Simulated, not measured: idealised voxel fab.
Herein follows the process module entitled voxel wiring stack.
Pictured: cross-section cut, 220 nm wide, on a grid of 5 nm square cells.
A cross-section is a grid of square cells, given in bands from the top down. A band is one or more rows of cells.
Basically the band line says how high the top is and how high the bottom is, in nm, and then what's in it from left to right, every material with its width in nm. Empty space shows up as "empty", and if a single material carries "full width" it runs the full band edge to edge.
It should be noted that heights are counted from 0, beneath which the wafer as supplied is of one material throughout, and that the lowest band possesses no lower boundary but continues downward, as written in "z 0 and below".
Think of "30 to 40" as a width that walks from the first number to the second as you go down the band, top row to bottom row, taking equal-sized steps from row to row.
A step reported as "identical to before" is a step in which no cell of the cross-section changed.
Voids not open to the top, 8 cells minimum: see "Sealed voids". Written width x height at distance; distance is from the left edge; nm.
What comes after the settings on a step's line is commentary from the simulator itself on that step.
Among the settings permitted on a step's line is "overlay nm"; applied to a step with a mask, it specifies the extent to which the mask lay to the right of its planned position, whereas a negative figure signifies a position to the left.

plan:
1. RECEIVE with material Si
2. CONFORMAL_DEP with material SiO2, thk nm 15
3. CONFORMAL_DEP with material SiCN, thk nm 5
4. DIRECTIONAL_DEP with material lowk, thk nm 15
5. PATTERN with tone open, mask id METAL_1, material resist, width nm 25, pitch nm 45, thk nm 15, overlay nm 0
6. DIRECTIONAL_ETCH with etch materials lowk, depth nm 15
7. DIRECTIONAL_ETCH with etch materials SiCN, depth nm 5
8. STRIP with etch materials resist
9. CONFORMAL_DEP with material TiN, thk nm 5
10. FILL_DEP with material Cu, thk nm 10
11. CMP with height nm 35
12. EPI with material Ru, thk nm 5
13. FILL_DEP with material SiCN, thk nm 5
14. DIRECTIONAL_DEP with material lowk, thk nm 20
15. PATTERN with tone open, mask id PLUG_1, material resist, width nm 15, thk nm 20, overlay nm 0
16. DIRECTIONAL_ETCH with etch materials lowk, depth nm 20
17. DIRECTIONAL_ETCH with etch materials SiCN, depth nm 5
18. STRIP with etch materials resist
19. CONFORMAL_DEP with material TiN, thk nm 5
20. FILL_DEP with material Cu, thk nm 10
21. CMP with height nm 65
22. CONFORMAL_DEP with material SiCN, thk nm 5
23. DIRECTIONAL_DEP with material lowk, thk nm 20
24. PATTERN with tone open, mask id METAL_2, material resist, width nm 25, pitch nm 45, thk nm 15, overlay nm 0
25. DIRECTIONAL_ETCH with etch materials lowk, depth nm 20
26. DIRECTIONAL_ETCH with etch materials SiCN, depth nm 5
27. STRIP with etch materials resist
28. CONFORMAL_DEP with material TiN, thk nm 5
29. FILL_DEP with material Cu, thk nm 5
30. CMP with height nm 90
31. EPI with material Ru, thk nm 5
32. FILL_DEP with material SiCN, thk nm 5
33. DIRECTIONAL_DEP with material SiO2, thk nm 30
34. PATTERN with tone open, mask id METAL_3_HOLES, material resist, width nm 15, thk nm 20, overlay nm 0
35. DIRECTIONAL_ETCH with etch materials SiO2, depth nm 30
36. STRIP with etch materials resist
37. PATTERN with tone open, mask id METAL_3, material resist, width nm 25, pitch nm 45, thk nm 20, overlay nm 0
38. DIRECTIONAL_ETCH with etch materials SiO2, depth nm 15
39. DIRECTIONAL_ETCH with etch materials SiCN, depth nm 5
40. STRIP with etch materials resist
41. CONFORMAL_DEP with material TiN, thk nm 5
42. FILL_DEP with material Cu, thk nm 10
43. CMP with height nm 130
44. CONFORMAL_DEP with material SiCN, thk nm 5
45. DIRECTIONAL_DEP with material lowk, thk nm 30
46. PATTERN with tone open, mask id METAL_4, material resist, width nm 25, pitch nm 45, thk nm 15, overlay nm 0
47. DIRECTIONAL_ETCH with etch materials lowk, depth nm 15
48. STRIP with etch materials resist
49. PATTERN with tone open, mask id METAL_4_HOLES, material resist, width nm 15, pitch nm 45, thk nm 15, overlay nm 0
50. DIRECTIONAL_ETCH with etch materials lowk, depth nm 15
51. DIRECTIONAL_ETCH with etch materials SiCN, depth nm 5
52. STRIP with etch materials resist
53. CONFORMAL_DEP with material TiN, thk nm 5
54. FILL_DEP with material Cu, thk nm 5
55. CMP with height nm 165
56. CONFORMAL_DEP with material SiCN, thk nm 5

The first of two wafers, run as planned:

Shown in cross-section is the wafer as received, that is, as it stands after step 1:
  z 0 and below: Si full width
  Sealed voids: none

The wafer, seen in cross-section, after step 2:
  z 15 to 0: SiO2 full width
  At heights below 0, the structure remains unaltered.

The wafer, seen in cross-section, after step 3:
  z 20 to 15: SiCN full width
  At heights below 15, the structure remains unaltered.

The wafer, seen in cross-section, after step 4:
  z 35 to 20: lowk full width
  At heights below 20, the structure remains unaltered.

The wafer, seen in cross-section, after step 5:
  z 50 to 35: resist=75 | empty=25 | resist=20 | empty=25 | resist=75
  At heights below 35, the structure remains unaltered.

The wafer, seen in cross-section, after step 6:
  z 50 to 35: resist=75 | empty=25 | resist=20 | empty=25 | resist=75
  z 35 to 20: lowk=75 | empty=25 | lowk=20 | empty=25 | lowk=75
  At heights below 20, the structure remains unaltered.

The wafer, seen in cross-section, after step 7:
  z 50 to 35: resist=75 | empty=25 | resist=20 | empty=25 | resist=75
  z 35 to 20: lowk=75 | empty=25 | lowk=20 | empty=25 | lowk=75
  z 20 to 15: SiCN=75 | empty=25 | SiCN=20 | empty=25 | SiCN=75
  At heights below 15, the structure remains unaltered.

The wafer, seen in cross-section, after step 8:
  z 35 to 20: lowk=75 | empty=25 | lowk=20 | empty=25 | lowk=75
  At heights below 20, the structure remains unaltered.

The wafer, seen in cross-section, after step 9:
  z 40 to 35: TiN=80 | empty=15 | TiN=30 | empty=15 | TiN=80
  z 35 to 20: lowk=75 | TiN=5 | empty=15 | TiN=5 | lowk=20 | TiN=5 | empty=15 | TiN=5 | lowk=75
  z 20 to 15: SiCN=75 | TiN=25 | SiCN=20 | TiN=25 | SiCN=75
  At heights below 15, the structure remains unaltered.

The wafer, seen in cross-section, after step 10:
  z 50 to 40: Cu full width
  z 40 to 35: TiN=80 | Cu=15 | TiN=30 | Cu=15 | TiN=80
  z 35 to 20: lowk=75 | TiN=5 | Cu=15 | TiN=5 | lowk=20 | TiN=5 | Cu=15 | TiN=5 | lowk=75
  At heights below 20, the structure remains unaltered.

The wafer, seen in cross-section, after step 11:
  z 35 to 20: lowk=75 | TiN=5 | Cu=15 | TiN=5 | lowk=20 | TiN=5 | Cu=15 | TiN=5 | lowk=75
  At heights below 20, the structure remains unaltered.

The wafer, seen in cross-section, after step 12:
  z 40 to 35: empty=70 | Ru=35 | empty=10 | Ru=35 | empty=70
  At heights below 35, the structure remains unaltered.

The wafer, seen in cross-section, after step 13:
  z 45 to 40: SiCN full width
  z 40 to 35: SiCN=70 | Ru=35 | SiCN=10 | Ru=35 | SiCN=70
  At heights below 35, the structure remains unaltered.

The wafer, seen in cross-section, after step 14:
  z 65 to 45: lowk full width
  At heights below 45, the structure remains unaltered.

The wafer, seen in cross-section, after step 15:
  z 85 to 65: resist=75 | empty=15 | resist=130
  At heights below 65, the structure remains unaltered.

The wafer, seen in cross-section, after step 16:
  z 85 to 65: resist=75 | empty=15 | resist=130
  z 65 to 45: lowk=75 | empty=15 | lowk=130
  At heights below 45, the structure remains unaltered.

The wafer, seen in cross-section, after step 17:
  z 85 to 65: resist=75 | empty=15 | resist=130
  z 65 to 45: lowk=75 | empty=15 | lowk=130
  z 45 to 40: SiCN=75 | empty=15 | SiCN=130
  At heights below 40, the structure remains unaltered.

The wafer, seen in cross-section, after step 18:
  z 65 to 45: lowk=75 | empty=15 | lowk=130
  At heights below 45, the structure remains unaltered.

The wafer, seen in cross-section, after step 19:
  z 70 to 65: TiN=80 | empty=5 | TiN=135
  z 65 to 45: lowk=75 | TiN=5 | empty=5 | TiN=5 | lowk=130
  z 45 to 40: SiCN=75 | TiN=15 | SiCN=130
  At heights below 40, the structure remains unaltered.

The wafer, seen in cross-section, after step 20:
  z 80 to 70: Cu full width
  z 70 to 65: TiN=80 | Cu=5 | TiN=135
  z 65 to 45: lowk=75 | TiN=5 | Cu=5 | TiN=5 | lowk=130
  At heights below 45, the structure remains unaltered.

The wafer, seen in cross-section, after step 21:
  z 65 to 45: lowk=75 | TiN=5 | Cu=5 | TiN=5 | lowk=130
  At heights below 45, the structure remains unaltered.

The wafer, seen in cross-section, after step 22:
  z 70 to 65: SiCN full width
  At heights below 65, the structure remains unaltered.

The wafer, seen in cross-section, after step 23:
  z 90 to 70: lowk full width
  At heights below 70, the structure remains unaltered.

The wafer, seen in cross-section, after step 24:
  z 105 to 90: resist=75 | empty=25 | resist=20 | empty=25 | resist=75
  At heights below 90, the structure remains unaltered.

The wafer, seen in cross-section, after step 25:
  z 105 to 90: resist=75 | empty=25 | resist=20 | empty=25 | resist=75
  z 90 to 70: lowk=75 | empty=25 | lowk=20 | empty=25 | lowk=75
  At heights below 70, the structure remains unaltered.

The wafer, seen in cross-section, after step 26:
  z 105 to 90: resist=75 | empty=25 | resist=20 | empty=25 | resist=75
  z 90 to 70: lowk=75 | empty=25 | lowk=20 | empty=25 | lowk=75
  z 70 to 65: SiCN=75 | empty=25 | SiCN=20 | empty=25 | SiCN=75
  At heights below 65, the structure remains unaltered.

The wafer, seen in cross-section, after step 27:
  z 90 to 70: lowk=75 | empty=25 | lowk=20 | empty=25 | lowk=75
  At heights below 70, the structure remains unaltered.

The wafer, seen in cross-section, after step 28:
  z 95 to 90: TiN=80 | empty=15 | TiN=30 | empty=15 | TiN=80
  z 90 to 70: lowk=75 | TiN=5 | empty=15 | TiN=5 | lowk=20 | TiN=5 | empty=15 | TiN=5 | lowk=75
  z 70 to 65: SiCN=75 | TiN=25 | SiCN=20 | TiN=25 | SiCN=75
  At heights below 65, the structure remains unaltered.

The wafer, seen in cross-section, after step 29:
  z 100 to 95: Cu full width
  z 95 to 90: TiN=80 | Cu=15 | TiN=30 | Cu=15 | TiN=80
  z 90 to 70: lowk=75 | TiN=5 | Cu=15 | TiN=5 | lowk=20 | TiN=5 | Cu=15 | TiN=5 | lowk=75
  At heights below 70, the structure remains unaltered.

The wafer, seen in cross-section, after step 30:
  z 90 to 70: lowk=75 | TiN=5 | Cu=15 | TiN=5 | lowk=20 | TiN=5 | Cu=15 | TiN=5 | lowk=75
  At heights below 70, the structure remains unaltered.

The wafer, seen in cross-section, after step 31:
  z 95 to 90: empty=70 | Ru=35 | empty=10 | Ru=35 | empty=70
  At heights below 90, the structure remains unaltered.

The wafer, seen in cross-section, after step 32:
  z 100 to 95: SiCN full width
  z 95 to 90: SiCN=70 | Ru=35 | SiCN=10 | Ru=35 | SiCN=70
  At heights below 90, the structure remains unaltered.

The wafer, seen in cross-section, after step 33:
  z 130 to 100: SiO2 full width
  At heights below 100, the structure remains unaltered.

The wafer, seen in cross-section, after step 34:
  z 150 to 130: resist=75 | empty=15 | resist=130
  At heights below 130, the structure remains unaltered.

The wafer, seen in cross-section, after step 35:
  z 150 to 130: resist=75 | empty=15 | resist=130
  z 130 to 100: SiO2=75 | empty=15 | SiO2=130
  At heights below 100, the structure remains unaltered.

The wafer, seen in cross-section, after step 36:
  z 130 to 100: SiO2=75 | empty=15 | SiO2=130
  At heights below 100, the structure remains unaltered.

The wafer, seen in cross-section, after step 37:
  z 150 to 130: resist=75 | empty=25 | resist=20 | empty=25 | resist=75
  At heights below 130, the structure remains unaltered.

The wafer, seen in cross-section, after step 38:
  z 150 to 130: resist=75 | empty=25 | resist=20 | empty=25 | resist=75
  z 130 to 115: SiO2=75 | empty=25 | SiO2=20 | empty=25 | SiO2=75
  At heights below 115, the structure remains unaltered.

The wafer, seen in cross-section, after step 39:
  z 150 to 130: resist=75 | empty=25 | resist=20 | empty=25 | resist=75
  z 130 to 115: SiO2=75 | empty=25 | SiO2=20 | empty=25 | SiO2=75
  z 115 to 100: SiO2=75 | empty=15 | SiO2=130
  z 100 to 95: SiCN=75 | empty=15 | SiCN=130
  At heights below 95, the structure remains unaltered.

The wafer, seen in cross-section, after step 40:
  z 130 to 115: SiO2=75 | empty=25 | SiO2=20 | empty=25 | SiO2=75
  At heights below 115, the structure remains unaltered.

The wafer, seen in cross-section, after step 41:
  z 135 to 130: TiN=80 | empty=15 | TiN=30 | empty=15 | TiN=80
  z 130 to 120: SiO2=75 | TiN=5 | empty=15 | TiN=5 | SiO2=20 | TiN=5 | empty=15 | TiN=5 | SiO2=75
  z 120 to 115: SiO2=75 | TiN=5 | empty=5 | TiN=15 | SiO2=20 | TiN=25 | SiO2=75
  z 115 to 100: SiO2=75 | TiN=5 | empty=5 | TiN=5 | SiO2=130
  z 100 to 95: SiCN=75 | TiN=15 | SiCN=130
  At heights below 95, the structure remains unaltered.

The wafer, seen in cross-section, after step 42:
  z 145 to 135: Cu full width
  z 135 to 130: TiN=80 | Cu=15 | TiN=30 | Cu=15 | TiN=80
  z 130 to 120: SiO2=75 | TiN=5 | Cu=15 | TiN=5 | SiO2=20 | TiN=5 | Cu=15 | TiN=5 | SiO2=75
  z 120 to 115: SiO2=75 | TiN=5 | Cu=5 | TiN=15 | SiO2=20 | TiN=25 | SiO2=75
  z 115 to 100: SiO2=75 | TiN=5 | Cu=5 | TiN=5 | SiO2=130
  At heights below 100, the structure remains unaltered.

The wafer, seen in cross-section, after step 43:
  z 130 to 120: SiO2=75 | TiN=5 | Cu=15 | TiN=5 | SiO2=20 | TiN=5 | Cu=15 | TiN=5 | SiO2=75
  At heights below 120, the structure remains unaltered.

The wafer, seen in cross-section, after step 44:
  z 135 to 130: SiCN full width
  At heights below 130, the structure remains unaltered.

The wafer, seen in cross-section, after step 45:
  z 165 to 135: lowk full width
  At heights below 135, the structure remains unaltered.

The wafer, seen in cross-section, after step 46:
  z 180 to 165: resist=75 | empty=25 | resist=20 | empty=25 | resist=75
  At heights below 165, the structure remains unaltered.

The wafer, seen in cross-section, after step 47:
  z 180 to 165: resist=75 | empty=25 | resist=20 | empty=25 | resist=75
  z 165 to 150: lowk=75 | empty=25 | lowk=20 | empty=25 | lowk=75
  At heights below 150, the structure remains unaltered.

The wafer, seen in cross-section, after step 48:
  z 165 to 150: lowk=75 | empty=25 | lowk=20 | empty=25 | lowk=75
  At heights below 150, the structure remains unaltered.

The wafer, seen in cross-section, after step 49:
  z 180 to 165: resist=75 | empty=15 | resist=30 | empty=15 | resist=85
  z 165 to 150: lowk=75 | empty=15 | resist=10 | lowk=20 | empty=15 | resist=10 | lowk=75
  At heights below 150, the structure remains unaltered.

The wafer, seen in cross-section, after step 50:
  z 180 to 165: resist=75 | empty=15 | resist=30 | empty=15 | resist=85
  z 165 to 150: lowk=75 | empty=15 | resist=10 | lowk=20 | empty=15 | resist=10 | lowk=75
  z 150 to 135: lowk=75 | empty=15 | lowk=30 | empty=15 | lowk=85
  At heights below 135, the structure remains unaltered.

The wafer, seen in cross-section, after step 51:
  z 180 to 165: resist=75 | empty=15 | resist=30 | empty=15 | resist=85
  z 165 to 150: lowk=75 | empty=15 | resist=10 | lowk=20 | empty=15 | resist=10 | lowk=75
  z 150 to 135: lowk=75 | empty=15 | lowk=30 | empty=15 | lowk=85
  z 135 to 130: SiCN=75 | empty=15 | SiCN=30 | empty=15 | SiCN=85
  At heights below 130, the structure remains unaltered.

The wafer, seen in cross-section, after step 52:
  z 165 to 150: lowk=75 | empty=25 | lowk=20 | empty=25 | lowk=75
  At heights below 150, the structure remains unaltered.

The wafer, seen in cross-section, after step 53:
  z 170 to 165: TiN=80 | empty=15 | TiN=30 | empty=15 | TiN=80
  z 165 to 155: lowk=75 | TiN=5 | empty=15 | TiN=5 | lowk=20 | TiN=5 | empty=15 | TiN=5 | lowk=75
  z 155 to 150: lowk=75 | TiN=5 | empty=5 | TiN=15 | lowk=20 | TiN=5 | empty=5 | TiN=15 | lowk=75
  z 150 to 135: lowk=75 | TiN=5 | empty=5 | TiN=5 | lowk=30 | TiN=5 | empty=5 | TiN=5 | lowk=85
  z 135 to 130: SiCN=75 | TiN=15 | SiCN=30 | TiN=15 | SiCN=85
  At heights below 130, the structure remains unaltered.

The wafer, seen in cross-section, after step 54:
  z 175 to 170: Cu full width
  z 170 to 165: TiN=80 | Cu=15 | TiN=30 | Cu=15 | TiN=80
  z 165 to 155: lowk=75 | TiN=5 | Cu=15 | TiN=5 | lowk=20 | TiN=5 | Cu=15 | TiN=5 | lowk=75
  z 155 to 150: lowk=75 | TiN=5 | Cu=5 | TiN=15 | lowk=20 | TiN=5 | Cu=5 | TiN=15 | lowk=75
  z 150 to 135: lowk=75 | TiN=5 | Cu=5 | TiN=5 | lowk=30 | TiN=5 | Cu=5 | TiN=5 | lowk=85
  At heights below 135, the structure remains unaltered.

The wafer, seen in cross-section, after step 55:
  z 165 to 155: lowk=75 | TiN=5 | Cu=15 | TiN=5 | lowk=20 | TiN=5 | Cu=15 | TiN=5 | lowk=75
  At heights below 155, the structure remains unaltered.

The wafer, seen in cross-section, after step 56:
  z 170 to 165: SiCN full width
  At heights below 165, the structure remains unaltered.

The remaining wafer, second of the two, started like the first and was run to the same plan, except that one mistake was made along the way; the two coincide through step 10, inclusive:

Planned end of step 11: second wafer, cross-section: identical to before

Planned end of step 12: second wafer, cross-section:
  z 55 to 50: Ru full width
  At heights below 50, the structure remains unaltered.

Planned end of step 13: second wafer, cross-section:
  z 60 to 55: SiCN full width
  At heights below 55, the structure remains unaltered.

Planned end of step 14: second wafer, cross-section:
  z 80 to 60: lowk full width
  At heights below 60, the structure remains unaltered.

Planned end of step 15: second wafer, cross-section:
  z 100 to 80: resist=75 | empty=15 | resist=130
  At heights below 80, the structure remains unaltered.

Planned end of step 16: second wafer, cross-section:
  z 100 to 80: resist=75 | empty=15 | resist=130
  z 80 to 60: lowk=75 | empty=15 | lowk=130
  At heights below 60, the structure remains unaltered.

Planned end of step 17: second wafer, cross-section:
  z 100 to 80: resist=75 | empty=15 | resist=130
  z 80 to 60: lowk=75 | empty=15 | lowk=130
  z 60 to 55: SiCN=75 | empty=15 | SiCN=130
  At heights below 55, the structure remains unaltered.

Planned end of step 18: second wafer, cross-section:
  z 80 to 60: lowk=75 | empty=15 | lowk=130
  At heights below 60, the structure remains unaltered.

Planned end of step 19: second wafer, cross-section:
  z 85 to 80: TiN=80 | empty=5 | TiN=135
  z 80 to 60: lowk=75 | TiN=5 | empty=5 | TiN=5 | lowk=130
  z 60 to 55: SiCN=75 | TiN=15 | SiCN=130
  At heights below 55, the structure remains unaltered.

Planned end of step 20: second wafer, cross-section:
  z 95 to 85: Cu full width
  z 85 to 80: TiN=80 | Cu=5 | TiN=135
  z 80 to 60: lowk=75 | TiN=5 | Cu=5 | TiN=5 | lowk=130
  At heights below 60, the structure remains unaltered.

Planned end of step 21: second wafer, cross-section:
  z 65 to 60: lowk=75 | TiN=5 | Cu=5 | TiN=5 | lowk=130
  At heights below 60, the structure remains unaltered.

Planned end of step 22: second wafer, cross-section:
  z 70 to 65: SiCN full width
  At heights below 65, the structure remains unaltered.

Planned end of step 23: second wafer, cross-section:
  z 90 to 70: lowk full width
  At heights below 70, the structure remains unaltered.

Planned end of step 24: second wafer, cross-section:
  z 105 to 90: resist=75 | empty=25 | resist=20 | empty=25 | resist=75
  At heights below 90, the structure remains unaltered.

Planned end of step 25: second wafer, cross-section:
  z 105 to 90: resist=75 | empty=25 | resist=20 | empty=25 | resist=75
  z 90 to 70: lowk=75 | empty=25 | lowk=20 | empty=25 | lowk=75
  At heights below 70, the structure remains unaltered.

Planned end of step 26: second wafer, cross-section:
  z 105 to 90: resist=75 | empty=25 | resist=20 | empty=25 | resist=75
  z 90 to 70: lowk=75 | empty=25 | lowk=20 | empty=25 | lowk=75
  z 70 to 65: SiCN=75 | empty=25 | SiCN=20 | empty=25 | SiCN=75
  At heights below 65, the structure remains unaltered.

Planned end of step 27: second wafer, cross-section:
  z 90 to 70: lowk=75 | empty=25 | lowk=20 | empty=25 | lowk=75
  At heights below 70, the structure remains unaltered.

Planned end of step 28: second wafer, cross-section:
  z 95 to 90: TiN=80 | empty=15 | TiN=30 | empty=15 | TiN=80
  z 90 to 70: lowk=75 | TiN=5 | empty=15 | TiN=5 | lowk=20 | TiN=5 | empty=15 | TiN=5 | lowk=75
  z 70 to 65: SiCN=75 | TiN=25 | SiCN=20 | TiN=25 | SiCN=75
  At heights below 65, the structure remains unaltered.

Planned end of step 29: second wafer, cross-section:
  z 100 to 95: Cu full width
  z 95 to 90: TiN=80 | Cu=15 | TiN=30 | Cu=15 | TiN=80
  z 90 to 70: lowk=75 | TiN=5 | Cu=15 | TiN=5 | lowk=20 | TiN=5 | Cu=15 | TiN=5 | lowk=75
  At heights below 70, the structure remains unaltered.

Planned end of step 30: second wafer, cross-section:
  z 90 to 70: lowk=75 | TiN=5 | Cu=15 | TiN=5 | lowk=20 | TiN=5 | Cu=15 | TiN=5 | lowk=75
  At heights below 70, the structure remains unaltered.

Planned end of step 31: second wafer, cross-section:
  z 95 to 90: empty=70 | Ru=35 | empty=10 | Ru=35 | empty=70
  At heights below 90, the structure remains unaltered.

Planned end of step 32: second wafer, cross-section:
  z 100 to 95: SiCN full width
  z 95 to 90: SiCN=70 | Ru=35 | SiCN=10 | Ru=35 | SiCN=70
  At heights below 90, the structure remains unaltered.

Planned end of step 33: second wafer, cross-section:
  z 130 to 100: SiO2 full width
  At heights below 100, the structure remains unaltered.

Planned end of step 34: second wafer, cross-section:
  z 150 to 130: resist=75 | empty=15 | resist=130
  At heights below 130, the structure remains unaltered.

Planned end of step 35: second wafer, cross-section:
  z 150 to 130: resist=75 | empty=15 | resist=130
  z 130 to 100: SiO2=75 | empty=15 | SiO2=130
  At heights below 100, the structure remains unaltered.

Planned end of step 36: second wafer, cross-section:
  z 130 to 100: SiO2=75 | empty=15 | SiO2=130
  At heights below 100, the structure remains unaltered.

Planned end of step 37: second wafer, cross-section:
  z 150 to 130: resist=75 | empty=25 | resist=20 | empty=25 | resist=75
  At heights below 130, the structure remains unaltered.

Planned end of step 38: second wafer, cross-section:
  z 150 to 130: resist=75 | empty=25 | resist=20 | empty=25 | resist=75
  z 130 to 115: SiO2=75 | empty=25 | SiO2=20 | empty=25 | SiO2=75
  At heights below 115, the structure remains unaltered.

Planned end of step 39: second wafer, cross-section:
  z 150 to 130: resist=75 | empty=25 | resist=20 | empty=25 | resist=75
  z 130 to 115: SiO2=75 | empty=25 | SiO2=20 | empty=25 | SiO2=75
  z 115 to 100: SiO2=75 | empty=15 | SiO2=130
  z 100 to 95: SiCN=75 | empty=15 | SiCN=130
  At heights below 95, the structure remains unaltered.

Planned end of step 40: second wafer, cross-section:
  z 130 to 115: SiO2=75 | empty=25 | SiO2=20 | empty=25 | SiO2=75
  At heights below 115, the structure remains unaltered.

Planned end of step 41: second wafer, cross-section:
  z 135 to 130: TiN=80 | empty=15 | TiN=30 | empty=15 | TiN=80
  z 130 to 120: SiO2=75 | TiN=5 | empty=15 | TiN=5 | SiO2=20 | TiN=5 | empty=15 | TiN=5 | SiO2=75
  z 120 to 115: SiO2=75 | TiN=5 | empty=5 | TiN=15 | SiO2=20 | TiN=25 | SiO2=75
  z 115 to 100: SiO2=75 | TiN=5 | empty=5 | TiN=5 | SiO2=130
  z 100 to 95: SiCN=75 | TiN=15 | SiCN=130
  At heights below 95, the structure remains unaltered.

Planned end of step 42: second wafer, cross-section:
  z 145 to 135: Cu full width
  z 135 to 130: TiN=80 | Cu=15 | TiN=30 | Cu=15 | TiN=80
  z 130 to 120: SiO2=75 | TiN=5 | Cu=15 | TiN=5 | SiO2=20 | TiN=5 | Cu=15 | TiN=5 | SiO2=75
  z 120 to 115: SiO2=75 | TiN=5 | Cu=5 | TiN=15 | SiO2=20 | TiN=25 | SiO2=75
  z 115 to 100: SiO2=75 | TiN=5 | Cu=5 | TiN=5 | SiO2=130
  At heights below 100, the structure remains unaltered.

Planned end of step 43: second wafer, cross-section:
  z 130 to 120: SiO2=75 | TiN=5 | Cu=15 | TiN=5 | SiO2=20 | TiN=5 | Cu=15 | TiN=5 | SiO2=75
  At heights below 120, the structure remains unaltered.

Planned end of step 44: second wafer, cross-section:
  z 135 to 130: SiCN full width
  At heights below 130, the structure remains unaltered.

Planned end of step 45: second wafer, cross-section:
  z 165 to 135: lowk full width
  At heights below 135, the structure remains unaltered.

Planned end of step 46: second wafer, cross-section:
  z 180 to 165: resist=75 | empty=25 | resist=20 | empty=25 | resist=75
  At heights below 165, the structure remains unaltered.

Planned end of step 47: second wafer, cross-section:
  z 180 to 165: resist=75 | empty=25 | resist=20 | empty=25 | resist=75
  z 165 to 150: lowk=75 | empty=25 | lowk=20 | empty=25 | lowk=75
  At heights below 150, the structure remains unaltered.

Planned end of step 48: second wafer, cross-section:
  z 165 to 150: lowk=75 | empty=25 | lowk=20 | empty=25 | lowk=75
  At heights below 150, the structure remains unaltered.

Planned end of step 49: second wafer, cross-section:
  z 180 to 165: resist=75 | empty=15 | resist=30 | empty=15 | resist=85
  z 165 to 150: lowk=75 | empty=15 | resist=10 | lowk=20 | empty=15 | resist=10 | lowk=75
  At heights below 150, the structure remains unaltered.

Planned end of step 50: second wafer, cross-section:
  z 180 to 165: resist=75 | empty=15 | resist=30 | empty=15 | resist=85
  z 165 to 150: lowk=75 | empty=15 | resist=10 | lowk=20 | empty=15 | resist=10 | lowk=75
  z 150 to 135: lowk=75 | empty=15 | lowk=30 | empty=15 | lowk=85
  At heights below 135, the structure remains unaltered.

Planned end of step 51: second wafer, cross-section:
  z 180 to 165: resist=75 | empty=15 | resist=30 | empty=15 | resist=85
  z 165 to 150: lowk=75 | empty=15 | resist=10 | lowk=20 | empty=15 | resist=10 | lowk=75
  z 150 to 135: lowk=75 | empty=15 | lowk=30 | empty=15 | lowk=85
  z 135 to 130: SiCN=75 | empty=15 | SiCN=30 | empty=15 | SiCN=85
  At heights below 130, the structure remains unaltered.

Planned end of step 52: second wafer, cross-section:
  z 165 to 150: lowk=75 | empty=25 | lowk=20 | empty=25 | lowk=75
  At heights below 150, the structure remains unaltered.

Planned end of step 53: second wafer, cross-section:
  z 170 to 165: TiN=80 | empty=15 | TiN=30 | empty=15 | TiN=80
  z 165 to 155: lowk=75 | TiN=5 | empty=15 | TiN=5 | lowk=20 | TiN=5 | empty=15 | TiN=5 | lowk=75
  z 155 to 150: lowk=75 | TiN=5 | empty=5 | TiN=15 | lowk=20 | TiN=5 | empty=5 | TiN=15 | lowk=75
  z 150 to 135: lowk=75 | TiN=5 | empty=5 | TiN=5 | lowk=30 | TiN=5 | empty=5 | TiN=5 | lowk=85
  z 135 to 130: SiCN=75 | TiN=15 | SiCN=30 | TiN=15 | SiCN=85
  At heights below 130, the structure remains unaltered.

Planned end of step 54: second wafer, cross-section:
  z 175 to 170: Cu full width
  z 170 to 165: TiN=80 | Cu=15 | TiN=30 | Cu=15 | TiN=80
  z 165 to 155: lowk=75 | TiN=5 | Cu=15 | TiN=5 | lowk=20 | TiN=5 | Cu=15 | TiN=5 | lowk=75
  z 155 to 150: lowk=75 | TiN=5 | Cu=5 | TiN=15 | lowk=20 | TiN=5 | Cu=5 | TiN=15 | lowk=75
  z 150 to 135: lowk=75 | TiN=5 | Cu=5 | TiN=5 | lowk=30 | TiN=5 | Cu=5 | TiN=5 | lowk=85
  At heights below 135, the structure remains unaltered.

Planned end of step 55: second wafer, cross-section:
  z 165 to 155: lowk=75 | TiN=5 | Cu=15 | TiN=5 | lowk=20 | TiN=5 | Cu=15 | TiN=5 | lowk=75
  At heights below 155, the structure remains unaltered.

Planned end of step 56: second wafer, cross-section:
  z 170 to 165: SiCN full width
  At heights below 165, the structure remains unaltered.
What was the processing mistake? step 11 was dropped from the plan's execution and never run
Wrapping up, a cell-based count of both wafers puts the second over or under the first for these materials: Cu: 91 more, Ru: 30 more, SiCN: 30 fewer, TiN: 32 more, lowk: 123 fewer
